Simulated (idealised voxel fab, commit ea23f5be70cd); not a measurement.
The name of this process module is voxel double patterning.
Shown is cross-section cut, with a width of 210 nm and square cells of size 5 nm.
Throughout this document, each cross-section is represented as a grid of square cells and is presented as a sequence of bands enumerated from the top downward, where a band comprises one or more rows of cells.
This entry defines a band. It first specifies the height of the band's top and the height of its bottom in nm, and then specifies the band's materials from left to right, stating each material with its width in nm. The word "edge to edge" identifies a single material that fills the band from edge to edge, while the word "blank" identifies empty space.
It should be noted that heights are counted from 0, beneath which the wafer as supplied is of one material throughout, and that the lowest band possesses no lower boundary but continues downward, as written in "0 nm and below".
Note: "30..40" means the width goes from the first number (top row of the band) to the second number (bottom row) in equal steps per row of cells.
Key: "no change occurred" - step with no changed cell in the cross-section.
Empty spaces without an open route to the top, at least 8 cells in extent, make up the entry "Closed void list"; each is given as width x height at distance, where the distance is measured from the left edge, and all are in nm.
Post-settings text on a step line: simulator's own remark regarding the step.
Among the settings permitted on a step's line is "overlay nm"; applied to a step with a mask, it specifies the extent to which the mask lay to the right of its planned position, whereas a negative figure signifies a position to the left.
Process steps - plan
1. RECEIVE,material Si
2. CONFORMAL_DEP,material SiN,thk nm 10
3. DIRECTIONAL_DEP,material SiO2,thk nm 10
4. DIRECTIONAL_DEP,material SiCN,thk nm 10
5. MASKED_ETCH,tone open,mask id FIRST,width nm 15,pitch nm 50,etch materials SiCN,depth nm 10,overlay nm 0
6. MASKED_ETCH,tone open,mask id SECOND,width nm 15,pitch nm 50,etch materials SiCN,depth nm 10,overlay nm 0
7. DIRECTIONAL_ETCH,etch materials SiO2,depth nm 10
8. STRIP,etch materials SiCN
On the first of the two wafers: run conducted according to plan
Wafer at receipt (post step 1), cross-section
    0 nm and below | Si edge to edge
    Closed void list: none
After step 2: wafer cross-section
    10 nm to 0 nm | SiN edge to edge
    Everything below 0 is unchanged.
After step 3: wafer cross-section
    20 nm to 10 nm | SiO2 edge to edge
    Everything below 10 is unchanged.
After step 4: wafer cross-section
    30 nm to 20 nm | SiCN edge to edge
    Everything below 20 is unchanged.
After step 5: wafer cross-section
    30 nm to 20 nm | 45 of SiCN, 15 of blank, 35 of SiCN, 15 of blank, 35 of SiCN, 15 of blank, 50 of SiCN
    Everything below 20 is unchanged.
After step 6: wafer cross-section
    30 nm to 20 nm | 45 of SiCN, 15 of blank, 10 of SiCN, 15 of blank, 10 of SiCN, 15 of blank, 10 of SiCN, 15 of blank, 10 of SiCN, 15 of blank, 50 of SiCN
    Everything below 20 is unchanged.
After step 7: wafer cross-section
    30 nm to 20 nm | 45 of SiCN, 15 of blank, 10 of SiCN, 15 of blank, 10 of SiCN, 15 of blank, 10 of SiCN, 15 of blank, 10 of SiCN, 15 of blank, 50 of SiCN
    20 nm to 10 nm | 45 of SiO2, 15 of blank, 10 of SiO2, 15 of blank, 10 of SiO2, 15 of blank, 10 of SiO2, 15 of blank, 10 of SiO2, 15 of blank, 50 of SiO2
    Everything below 10 is unchanged.
After step 8: wafer cross-section
    20 nm to 10 nm | 45 of SiO2, 15 of blank, 10 of SiO2, 15 of blank, 10 of SiO2, 15 of blank, 10 of SiO2, 15 of blank, 10 of SiO2, 15 of blank, 50 of SiO2
    Everything below 10 is unchanged.
Second wafer: like start, like plan, one mistake. Through step 1 it matches the first wafer
Planned end of step 2: second wafer, cross-section
    10 nm to 0 nm | SiO2 edge to edge
    Everything below 0 is unchanged.
Planned end of step 3: second wafer, cross-section
    20 nm to 0 nm | SiO2 edge to edge
    Everything below 0 is unchanged.
Planned end of step 4: second wafer, cross-section
    30 nm to 20 nm | SiCN edge to edge
    Everything below 20 is unchanged.
Planned end of step 5: second wafer, cross-section
    30 nm to 20 nm | 45 of SiCN, 15 of blank, 35 of SiCN, 15 of blank, 35 of SiCN, 15 of blank, 50 of SiCN
    Everything below 20 is unchanged.
Planned end of step 6: second wafer, cross-section
    30 nm to 20 nm | 45 of SiCN, 15 of blank, 10 of SiCN, 15 of blank, 10 of SiCN, 15 of blank, 10 of SiCN, 15 of blank, 10 of SiCN, 15 of blank, 50 of SiCN
    Everything below 20 is unchanged.
Planned end of step 7: second wafer, cross-section
    30 nm to 20 nm | 45 of SiCN, 15 of blank, 10 of SiCN, 15 of blank, 10 of SiCN, 15 of blank, 10 of SiCN, 15 of blank, 10 of SiCN, 15 of blank, 50 of SiCN
    20 nm to 10 nm | 45 of SiO2, 15 of blank, 10 of SiO2, 15 of blank, 10 of SiO2, 15 of blank, 10 of SiO2, 15 of blank, 10 of SiO2, 15 of blank, 50 of SiO2
    Everything below 10 is unchanged.
Planned end of step 8: second wafer, cross-section
    20 nm to 10 nm | 45 of SiO2, 15 of blank, 10 of SiO2, 15 of blank, 10 of SiO2, 15 of blank, 10 of SiO2, 15 of blank, 10 of SiO2, 15 of blank, 50 of SiO2
    Everything below 10 is unchanged.
Diagnosis: step 2 went in with a setting other than planned; the actual run was CONFORMAL_DEP,material SiO2,thk nm 10
End check, counted in cells, second wafer has more or fewer of these materials than the first: 84 fewer of SiN; 84 more of SiO2
